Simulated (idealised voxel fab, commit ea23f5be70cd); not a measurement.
Module name: voxel quadruple lines (process module)
Square cell edge 5 nm, section width 255 nm, ID cut.
A cross-section is a grid of square cells, given in bands from the top down. A band is one or more rows of cells. Per band: top height and bottom height in nm, followed by the left-to-right materials and their widths in nm; "edge to edge" marks a single material spanning edge to edge, "blank" marks empty space. Counting heights begins at 0, where everything beneath is, in the wafer as received, one material. The lowest band has no bottom; it goes on downwards, as "top 0, no bottom" shows. The expression "30..40" gives the width at the extremes of the band, the first number at its top row of cells and the second at its bottom row, with the width changing by equal amounts from each row to the next in between. Basically "no change occurred" means that step didn't change any cell in the cross-section. In "Cavities, sealed" the enclosed voids are listed, meaning empty spaces of 8 cells or larger without any opening to the top. The form is width x height at distance, distance from the left edge, units nm. Step line, after settings: the simulator's comment on this step. The "overlay nm" setting may appear on a step's line; for a step that uses a mask, it gives how far to the right of its planned position the mask lay, and a negative value indicates the left.
STEPS PLANNED FOR THE PROCESS
- 1: RECEIVE | material Si
- 2: CONFORMAL_DEP | material SiO2 | thk nm 10
- 3: DIRECTIONAL_DEP | material Ru | thk nm 10
- 4: DIRECTIONAL_DEP | material polySi | thk nm 20
- 5: DIRECTIONAL_DEP | material aC | thk nm 20
- 6: PATTERN | tone cover | mask id MANDREL | material resist | width nm 35 | thk nm 30 | overlay nm -15
- 7: DIRECTIONAL_ETCH | etch materials aC | depth nm 20
- 8: STRIP | etch materials resist
- 9: CONFORMAL_DEP | material SiO2 | thk nm 15
- 10: DIRECTIONAL_ETCH | etch materials SiO2 | depth nm 15
- 11: STRIP | etch materials aC
- 12: DIRECTIONAL_ETCH | etch materials polySi | depth nm 20
- 13: STRIP | etch materials SiO2
- 14: CONFORMAL_DEP | material SiCN | thk nm 10
- 15: DIRECTIONAL_ETCH | etch materials SiCN | depth nm 10
- 16: STRIP | etch materials polySi
- 17: DIRECTIONAL_ETCH | etch materials Ru | depth nm 10
- 18: STRIP | etch materials SiCN
- 19: FILL_DEP | material lowk | thk nm 5
- 20: CMP | height nm 20
The plan's step 6 overlay nm is the first wafer's value; the wafers differ in this setting and start identical.
STEP 1 COMPLETE: AS-RECEIVED CROSS-SECTION OF THE FIRST OF SEVERAL WAFERS
	top 0, no bottom = Si edge to edge
	Cavities, sealed: none
BASICALLY EACH WAFER GETS A LINE IN THE TABLE, SHOWING IT AT THE END OF THE MODULE: MATERIAL BY MATERIAL, THE CELLS IT GAINED (+) OR LOST (-) SINCE WE GOT IT, THEN ITS CLOSED VOIDS
overlay nm -15, +16 Ru, +102 SiO2, +86 lowk, Cavities, sealed: none
overlay nm -10, +16 Ru, +102 SiO2, +86 lowk, Cavities, sealed: none
overlay nm -5, +16 Ru, +102 SiO2, +86 lowk, Cavities, sealed: none
overlay nm 0, +16 Ru, +102 SiO2, +86 lowk, Cavities, sealed: none
overlay nm 5, +16 Ru, +102 SiO2, +86 lowk, Cavities, sealed: none
overlay nm 10, +16 Ru, +102 SiO2, +86 lowk, Cavities, sealed: none
overlay nm 15, +16 Ru, +102 SiO2, +86 lowk, Cavities, sealed: none
